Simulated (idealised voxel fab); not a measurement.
Presented below is a process module, voxel tone inversion.
220 nm wide, 5 nm square cells: that's cross-section cut.
In this document a cross-section is written as a grid of square cells. It is given as a series of bands, listed from the top down, and a band is one or more rows of cells.
Heads up on the band format: heights come first, top then bottom, in nm. After that it's the materials left to right, each with its width in nm. A single material flagged "everywhere" fills the whole band edge to edge, and "air" means there's empty space there.
Below 0: as-received wafer, all one material; heights counted from there. Lowest band: no bottom, goes on down, written "0 down".
It should be noted that a width expressed as "30..40" varies in equal increments from row to row of cells within the band, taking the value of the first number at the top row and that of the second number at the bottom row.
When a step is marked "remained unchanged", none of the cells in the cross-section changed during that step.
Each empty space that has no open way to the top and spans at least 8 cells appears under "Trapped voids" as width x height at distance, the distance counted from the left edge, all in nm.
Past the settings on a step's line: simulator remark, on that step.
Each step line may optionally specify "overlay nm", which for a step with a mask gives the rightward distance between the mask's planned place and where it lay, a negative value indicating the leftward direction.
## So here's the lineup of process steps we planned
1: RECEIVE (material Si)
2: CONFORMAL_DEP (material SiN; thk nm 5)
3: DIRECTIONAL_DEP (material polySi; thk nm 15)
4: PATTERN (tone cover; mask id POSTS; material resist; width nm 20; pitch nm 40; thk nm 25; overlay nm 0)
5: DIRECTIONAL_ETCH (etch materials polySi; depth nm 15)
6: STRIP (etch materials resist)
7: FILL_DEP (material lowk; thk nm 10)
8: CMP (height nm 20)
9: STRIP (etch materials polySi)
## Below: the first of two wafers, run as planned
## Cross-section of the incoming wafer, state after step 1
> 0 down  Si everywhere
> Trapped voids: none
## The wafer in cross-section once step 2 is complete
> 5 to 0  SiN everywhere
> Unchanged below 0.
## The wafer in cross-section once step 3 is complete
> 20 to 5  polySi everywhere
> Unchanged below 5.
## The wafer in cross-section once step 4 is complete
> 45 to 20  60 of air | 20 of resist | 20 of air | 20 of resist | 20 of air | 20 of resist | 60 of air
> Unchanged below 20.
## The wafer in cross-section once step 5 is complete
> 45 to 20  60 of air | 20 of resist | 20 of air | 20 of resist | 20 of air | 20 of resist | 60 of air
> 20 to 5  60 of air | 20 of polySi | 20 of air | 20 of polySi | 20 of air | 20 of polySi | 60 of air
> Unchanged below 5.
## The wafer in cross-section once step 6 is complete
> 20 to 5  60 of air | 20 of polySi | 20 of air | 20 of polySi | 20 of air | 20 of polySi | 60 of air
> Unchanged below 5.
## The wafer in cross-section once step 7 is complete
> 30 to 20  lowk everywhere
> 20 to 5  60 of lowk | 20 of polySi | 20 of lowk | 20 of polySi | 20 of lowk | 20 of polySi | 60 of lowk
> Unchanged below 5.
## The wafer in cross-section once step 8 is complete
> 20 to 5  60 of lowk | 20 of polySi | 20 of lowk | 20 of polySi | 20 of lowk | 20 of polySi | 60 of lowk
> Unchanged below 5.
## The wafer in cross-section once step 9 is complete
> 20 to 5  60 of lowk | 20 of air | 20 of lowk | 20 of air | 20 of lowk | 20 of air | 60 of lowk
> Unchanged below 5.
## Notes, second wafer: start = first wafer's, plan = first wafer's, execution had one mistake; history identical to first through step 3
## Here is the second wafer in cross-section at the point where step 4 of the plan should have been done
> 45 to 20  55 of air | 20 of resist | 20 of air | 20 of resist | 20 of air | 20 of resist | 65 of air
> Unchanged below 20.
## Here is the second wafer in cross-section at the point where step 5 of the plan should have been done
> 45 to 20  55 of air | 20 of resist | 20 of air | 20 of resist | 20 of air | 20 of resist | 65 of air
> 20 to 5  55 of air | 20 of polySi | 20 of air | 20 of polySi | 20 of air | 20 of polySi | 65 of air
> Unchanged below 5.
## Here is the second wafer in cross-section at the point where step 6 of the plan should have been done
> 20 to 5  55 of air | 20 of polySi | 20 of air | 20 of polySi | 20 of air | 20 of polySi | 65 of air
> Unchanged below 5.
## Here is the second wafer in cross-section at the point where step 7 of the plan should have been done
> 30 to 20  lowk everywhere
> 20 to 5  55 of lowk | 20 of polySi | 20 of lowk | 20 of polySi | 20 of lowk | 20 of polySi | 65 of lowk
> Unchanged below 5.
## Here is the second wafer in cross-section at the point where step 8 of the plan should have been done
> 20 to 5  55 of lowk | 20 of polySi | 20 of lowk | 20 of polySi | 20 of lowk | 20 of polySi | 65 of lowk
> Unchanged below 5.
## Here is the second wafer in cross-section at the point where step 9 of the plan should have been done
> 20 to 5  55 of lowk | 20 of air | 20 of lowk | 20 of air | 20 of lowk | 20 of air | 65 of lowk
> Unchanged below 5.
Want to know what went wrong? not per plan at step 4, really ran PATTERN (tone cover; mask id POSTS; material resist; width nm 20; pitch nm 40; thk nm 25; overlay nm -5)
Upon completion, the cell count for each material on the second wafer equals that on the first, whereas the spatial distribution of those cells differs.
